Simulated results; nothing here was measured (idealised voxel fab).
You're looking at the process module voxel self aligned contacts.
Pictured: cross-section cut, 180 nm wide, on a grid of 5 nm square cells.
A cross-section in this document is a grid of square cells, and it is written down as bands, the top band listed before the ones below it; a band is made up of one or more rows of cells.
First you get the band's top height and its bottom height, in nm, and then the materials it's made of, left to right, with each width in nm. If you see a single material with "edge to edge", that one covers the band edge to edge. "blank" is empty space.
Ref level 0: as-received wafer is one material below here. Bottom band extends down with no lower bound ("z 0 and below").
The expression "30..40" gives the width at the extremes of the band, the first number at its top row of cells and the second at its bottom row, with the width changing by equal amounts from each row to the next in between.
Where a step carries "remains unaltered", the cross-section came out of it unchanged, cell for cell.
Empty spaces without an open route to the top, at least 8 cells in extent, make up the entry "Fully sealed voids"; each is given as width x height at distance, where the distance is measured from the left edge, and all are in nm.
The remark found on a step's line after its settings is issued by the simulator itself and pertains to that step.
The optional step-line setting "overlay nm" applies to steps with a mask and quantifies how far to the right of its planned location the mask lay, a negative value indicating leftward placement.

[Steps in the process plan]
step 1: RECEIVE: material Si
step 2: OXIDIZE: depth nm 5
step 3: DIRECTIONAL_DEP: material polySi, thk nm 20
step 4: DIRECTIONAL_DEP: material SiN, thk nm 20
step 5: MASKED_ETCH: tone cover, mask id GATE, width nm 25, pitch nm 60, etch materials SiN, depth nm 20, overlay nm 0
step 6: MASKED_ETCH: tone cover, mask id GATE, width nm 25, pitch nm 60, etch materials polySi, depth nm 20, overlay nm 0
step 7: CONFORMAL_DEP: material SiN, thk nm 5
step 8: DIRECTIONAL_ETCH: etch materials SiN, depth nm 5
step 9: FILL_DEP: material SiO2, thk nm 15
step 10: CMP: height nm 45
step 11: PATTERN: tone open, mask id CONTACT, material resist, width nm 45, pitch nm 60, thk nm 15, overlay nm 0
step 12: DIRECTIONAL_ETCH: etch materials SiO2, depth nm 50
step 13: STRIP: etch materials resist
step 14: CONFORMAL_DEP: material TiN, thk nm 5
step 15: FILL_DEP: material Ru, thk nm 10
step 16: CMP: height nm 45
step 17: CONFORMAL_DEP: material SiCN, thk nm 5

[Wafer, first of two, run as planned]

[As-received state of the wafer in cross-section, equivalent to post-step 1]
	z 0 and below  Si edge to edge
	Fully sealed voids: none

[How the wafer stands in section after step 2]
	z 0 to -5  SiO2 edge to edge
	Unchanged below -5.

[How the wafer stands in section after step 3]
	z 20 to 0  polySi edge to edge
	Unchanged below 0.

[How the wafer stands in section after step 4]
	z 40 to 20  SiN edge to edge
	Unchanged below 20.

[How the wafer stands in section after step 5]
	z 40 to 20  blank 15 nm / SiN 25 nm / blank 35 nm / SiN 25 nm / blank 35 nm / SiN 25 nm / blank 20 nm
	Unchanged below 20.

[How the wafer stands in section after step 6]
	z 40 to 20  blank 15 nm / SiN 25 nm / blank 35 nm / SiN 25 nm / blank 35 nm / SiN 25 nm / blank 20 nm
	z 20 to 0  blank 15 nm / polySi 25 nm / blank 35 nm / polySi 25 nm / blank 35 nm / polySi 25 nm / blank 20 nm
	Unchanged below 0.

[How the wafer stands in section after step 7]
	z 45 to 20  blank 10 nm / SiN 35 nm / blank 25 nm / SiN 35 nm / blank 25 nm / SiN 35 nm / blank 15 nm
	z 20 to 5  blank 10 nm / SiN 5 nm / polySi 25 nm / SiN 5 nm / blank 25 nm / SiN 5 nm / polySi 25 nm / SiN 5 nm / blank 25 nm / SiN 5 nm / polySi 25 nm / SiN 5 nm / blank 15 nm
	z 5 to 0  SiN 15 nm / polySi 25 nm / SiN 35 nm / polySi 25 nm / SiN 35 nm / polySi 25 nm / SiN 20 nm
	Unchanged below 0.

[How the wafer stands in section after step 8]
	z 40 to 20  blank 10 nm / SiN 35 nm / blank 25 nm / SiN 35 nm / blank 25 nm / SiN 35 nm / blank 15 nm
	z 20 to 0  blank 10 nm / SiN 5 nm / polySi 25 nm / SiN 5 nm / blank 25 nm / SiN 5 nm / polySi 25 nm / SiN 5 nm / blank 25 nm / SiN 5 nm / polySi 25 nm / SiN 5 nm / blank 15 nm
	Unchanged below 0.

[How the wafer stands in section after step 9]
	z 55 to 40  SiO2 edge to edge
	z 40 to 20  SiO2 10 nm / SiN 35 nm / SiO2 25 nm / SiN 35 nm / SiO2 25 nm / SiN 35 nm / SiO2 15 nm
	z 20 to 0  SiO2 10 nm / SiN 5 nm / polySi 25 nm / SiN 5 nm / SiO2 25 nm / SiN 5 nm / polySi 25 nm / SiN 5 nm / SiO2 25 nm / SiN 5 nm / polySi 25 nm / SiN 5 nm / SiO2 15 nm
	Unchanged below 0.

[How the wafer stands in section after step 10]
	z 45 to 40  SiO2 edge to edge
	Unchanged below 40.

[How the wafer stands in section after step 11]
	z 60 to 45  resist 35 nm / blank 45 nm / resist 15 nm / blank 45 nm / resist 40 nm
	Unchanged below 45.

[How the wafer stands in section after step 12]
	z 60 to 45  resist 35 nm / blank 45 nm / resist 15 nm / blank 45 nm / resist 40 nm
	z 45 to 40  SiO2 35 nm / blank 45 nm / SiO2 15 nm / blank 45 nm / SiO2 40 nm
	z 40 to 20  SiO2 10 nm / SiN 35 nm / blank 25 nm / SiN 35 nm / blank 25 nm / SiN 35 nm / SiO2 15 nm
	z 20 to 0  SiO2 10 nm / SiN 5 nm / polySi 25 nm / SiN 5 nm / blank 25 nm / SiN 5 nm / polySi 25 nm / SiN 5 nm / blank 25 nm / SiN 5 nm / polySi 25 nm / SiN 5 nm / SiO2 15 nm
	z 0 to -5  SiO2 45 nm / blank 25 nm / SiO2 35 nm / blank 25 nm / SiO2 50 nm
	Unchanged below -5.

[How the wafer stands in section after step 13]
	z 45 to 40  SiO2 35 nm / blank 45 nm / SiO2 15 nm / blank 45 nm / SiO2 40 nm
	Unchanged below 40.

[How the wafer stands in section after step 14]
	z 50 to 45  TiN 40 nm / blank 35 nm / TiN 25 nm / blank 35 nm / TiN 45 nm
	z 45 to 40  SiO2 35 nm / TiN 15 nm / blank 15 nm / TiN 15 nm / SiO2 15 nm / TiN 15 nm / blank 15 nm / TiN 15 nm / SiO2 40 nm
	z 40 to 20  SiO2 10 nm / SiN 35 nm / TiN 5 nm / blank 15 nm / TiN 5 nm / SiN 35 nm / TiN 5 nm / blank 15 nm / TiN 5 nm / SiN 35 nm / SiO2 15 nm
	z 20 to 0  SiO2 10 nm / SiN 5 nm / polySi 25 nm / SiN 5 nm / TiN 5 nm / blank 15 nm / TiN 5 nm / SiN 5 nm / polySi 25 nm / SiN 5 nm / TiN 5 nm / blank 15 nm / TiN 5 nm / SiN 5 nm / polySi 25 nm / SiN 5 nm / SiO2 15 nm
	z 0 to -5  SiO2 45 nm / TiN 25 nm / SiO2 35 nm / TiN 25 nm / SiO2 50 nm
	Unchanged below -5.

[How the wafer stands in section after step 15]
	z 60 to 50  Ru edge to edge
	z 50 to 45  TiN 40 nm / Ru 35 nm / TiN 25 nm / Ru 35 nm / TiN 45 nm
	z 45 to 40  SiO2 35 nm / TiN 15 nm / Ru 15 nm / TiN 15 nm / SiO2 15 nm / TiN 15 nm / Ru 15 nm / TiN 15 nm / SiO2 40 nm
	z 40 to 20  SiO2 10 nm / SiN 35 nm / TiN 5 nm / Ru 15 nm / TiN 5 nm / SiN 35 nm / TiN 5 nm / Ru 15 nm / TiN 5 nm / SiN 35 nm / SiO2 15 nm
	z 20 to 0  SiO2 10 nm / SiN 5 nm / polySi 25 nm / SiN 5 nm / TiN 5 nm / Ru 15 nm / TiN 5 nm / SiN 5 nm / polySi 25 nm / SiN 5 nm / TiN 5 nm / Ru 15 nm / TiN 5 nm / SiN 5 nm / polySi 25 nm / SiN 5 nm / SiO2 15 nm
	Unchanged below 0.

[How the wafer stands in section after step 16]
	z 45 to 40  SiO2 35 nm / TiN 15 nm / Ru 15 nm / TiN 15 nm / SiO2 15 nm / TiN 15 nm / Ru 15 nm / TiN 15 nm / SiO2 40 nm
	Unchanged below 40.

[How the wafer stands in section after step 17]
	z 50 to 45  SiCN edge to edge
	Unchanged below 45.

[Second wafer - shared start and plan with the first - one error in running - same as the first up to step 3 inclusive]

[Cross-sectional representation of the second wafer at the time designated in the plan for the completion of step 4]
	z 60 to 20  SiN edge to edge
	Unchanged below 20.

[Cross-sectional representation of the second wafer at the time designated in the plan for the completion of step 5]
	z 60 to 40  blank 15 nm / SiN 25 nm / blank 35 nm / SiN 25 nm / blank 35 nm / SiN 25 nm / blank 20 nm
	Unchanged below 40.

Cross-sectional representation of the second wafer at the time designated in the plan for the completion of step 6: remains unaltered

[Cross-sectional representation of the second wafer at the time designated in the plan for the completion of step 7]
	z 65 to 45  blank 10 nm / SiN 35 nm / blank 25 nm / SiN 35 nm / blank 25 nm / SiN 35 nm / blank 15 nm
	z 45 to 20  SiN edge to edge
	Unchanged below 20.

[Cross-sectional representation of the second wafer at the time designated in the plan for the completion of step 8]
	z 60 to 40  blank 10 nm / SiN 35 nm / blank 25 nm / SiN 35 nm / blank 25 nm / SiN 35 nm / blank 15 nm
	Unchanged below 40.

[Cross-sectional representation of the second wafer at the time designated in the plan for the completion of step 9]
	z 75 to 60  SiO2 edge to edge
	z 60 to 40  SiO2 10 nm / SiN 35 nm / SiO2 25 nm / SiN 35 nm / SiO2 25 nm / SiN 35 nm / SiO2 15 nm
	Unchanged below 40.

[Cross-sectional representation of the second wafer at the time designated in the plan for the completion of step 10]
	z 45 to 40  SiO2 10 nm / SiN 35 nm / SiO2 25 nm / SiN 35 nm / SiO2 25 nm / SiN 35 nm / SiO2 15 nm
	Unchanged below 40.

[Cross-sectional representation of the second wafer at the time designated in the plan for the completion of step 11]
	z 60 to 45  resist 35 nm / blank 45 nm / resist 15 nm / blank 45 nm / resist 40 nm
	Unchanged below 45.

[Cross-sectional representation of the second wafer at the time designated in the plan for the completion of step 12]
	z 60 to 45  resist 35 nm / blank 45 nm / resist 15 nm / blank 45 nm / resist 40 nm
	z 45 to 40  SiO2 10 nm / SiN 35 nm / blank 25 nm / SiN 35 nm / blank 25 nm / SiN 35 nm / SiO2 15 nm
	Unchanged below 40.

[Cross-sectional representation of the second wafer at the time designated in the plan for the completion of step 13]
	z 45 to 40  SiO2 10 nm / SiN 35 nm / blank 25 nm / SiN 35 nm / blank 25 nm / SiN 35 nm / SiO2 15 nm
	Unchanged below 40.

[Cross-sectional representation of the second wafer at the time designated in the plan for the completion of step 14]
	z 50 to 45  TiN 50 nm / blank 15 nm / TiN 45 nm / blank 15 nm / TiN 55 nm
	z 45 to 40  SiO2 10 nm / SiN 35 nm / TiN 25 nm / SiN 35 nm / TiN 25 nm / SiN 35 nm / SiO2 15 nm
	Unchanged below 40.

[Cross-sectional representation of the second wafer at the time designated in the plan for the completion of step 15]
	z 60 to 50  Ru edge to edge
	z 50 to 45  TiN 50 nm / Ru 15 nm / TiN 45 nm / Ru 15 nm / TiN 55 nm
	Unchanged below 45.

[Cross-sectional representation of the second wafer at the time designated in the plan for the completion of step 16]
	z 45 to 40  SiO2 10 nm / SiN 35 nm / TiN 25 nm / SiN 35 nm / TiN 25 nm / SiN 35 nm / SiO2 15 nm
	Unchanged below 40.

[Cross-sectional representation of the second wafer at the time designated in the plan for the completion of step 17]
	z 50 to 45  SiCN edge to edge
	Unchanged below 45.
It is concluded that the wafer was processed incorrectly with respect to the plan, in that step 4 of the plan was executed twice over
The final cell counts differ between the wafers, with the second having more or fewer of some materials than the first: -54 Ru | +57 SiN | -43 SiO2 | -44 TiN | +84 polySi
